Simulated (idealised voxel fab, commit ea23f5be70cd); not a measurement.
Herein follows the process module entitled voxel self aligned vias.
Shown is cross-section cut, with a width of 225 nm and square cells of size 5 nm.
Cross-section format: a grid of square cells, given as bands from top to bottom; each band is one or more rows of cells. Top height, bottom height, nm. Materials left to right, width each, nm. Single material + "all across" = fills band edge to edge. "air" = empty. The reference from which all heights are counted is 0, the level beneath which the as-received wafer is entirely one material; the lowest band, having no lower bound, proceeds downward and is written after the example "top 0, no bottom". A width given as "30->40" starts at the first number in the band's top row and ends at the second number in its bottom row, shifting by an equal amount at every step from row to row. "same as before" means the step left every cell of the cross-section as it was. So "Closed void inventory" is basically the list of trapped voids: any empty space of 8 cells or more that can't reach the top through an opening. They're written width x height at distance, the distance being from the left edge, and it's all nm. On a step's line, text after the settings is the simulator commenting on that step. Each step line may optionally specify "overlay nm", which for a step with a mask gives the rightward distance between the mask's planned place and where it lay, a negative value indicating the leftward direction.
This section lists the process steps that were planned:
step 1: RECEIVE,material Si
step 2: CONFORMAL_DEP,material SiO2,thk nm 10
step 3: CONFORMAL_DEP,material SiCN,thk nm 5
step 4: DIRECTIONAL_DEP,material lowk,thk nm 20
step 5: MASKED_ETCH,tone open,mask id LINES,width nm 30,pitch nm 70,etch materials lowk,depth nm 20,overlay nm 0
step 6: CONFORMAL_DEP,material TiN,thk nm 5
step 7: FILL_DEP,material W,thk nm 5
step 8: CMP,height nm 35
step 9: SELECTIVE_ETCH,etch materials W Ru TiN,depth nm 5
step 10: FILL_DEP,material SiN,thk nm 10
step 11: CMP,height nm 35
step 12: DIRECTIONAL_DEP,material lowk,thk nm 15
step 13: DIRECTIONAL_DEP,material aC,thk nm 15
step 14: PATTERN,tone open,mask id VIAS,material resist,width nm 40,pitch nm 70,thk nm 35,overlay nm 0
step 15: DIRECTIONAL_ETCH,etch materials aC,depth nm 15
step 16: STRIP,etch materials resist
step 17: DIRECTIONAL_ETCH,etch materials lowk,depth nm 15
step 18: DIRECTIONAL_ETCH,etch materials SiN,depth nm 5
step 19: STRIP,etch materials aC
step 20: CONFORMAL_DEP,material TiN,thk nm 5
step 21: FILL_DEP,material Ru,thk nm 10
step 22: CMP,height nm 50
step 23: CONFORMAL_DEP,material SiN,thk nm 5
Cross-sectional view of the wafer in its as-received condition, corresponding to the state after step 1:
  top 0, no bottom  Si all across
  Closed void inventory: none
Wafer cross-section at end of module: start and plan as shown above, one execution error:
  top 55, bottom 50  SiN all across
  top 50, bottom 35  20 lowk / 5 TiN / 30 Ru / 5 TiN / 30 lowk / 5 TiN / 30 Ru / 5 TiN / 30 lowk / 5 TiN / 30 Ru / 5 TiN / 25 lowk
  top 35, bottom 30  20 SiN / 40 TiN / 30 SiN / 40 TiN / 30 SiN / 40 TiN / 25 SiN
  top 30, bottom 25  25 lowk / 30 SiN / 40 lowk / 30 SiN / 40 lowk / 30 SiN / 30 lowk
  top 25, bottom 20  25 lowk / 5 TiN / 20 W / 5 TiN / 40 lowk / 5 TiN / 20 W / 5 TiN / 40 lowk / 5 TiN / 20 W / 5 TiN / 30 lowk
  top 20, bottom 15  25 lowk / 30 TiN / 40 lowk / 30 TiN / 40 lowk / 30 TiN / 30 lowk
  top 15, bottom 10  SiCN all across
  top 10, bottom 0  SiO2 all across
  top 0, no bottom  Si all across
  Closed void inventory: none
What broke from the plan during processing? heads up, step 8 didn't go per plan, it actually ran as CMP,height nm 30
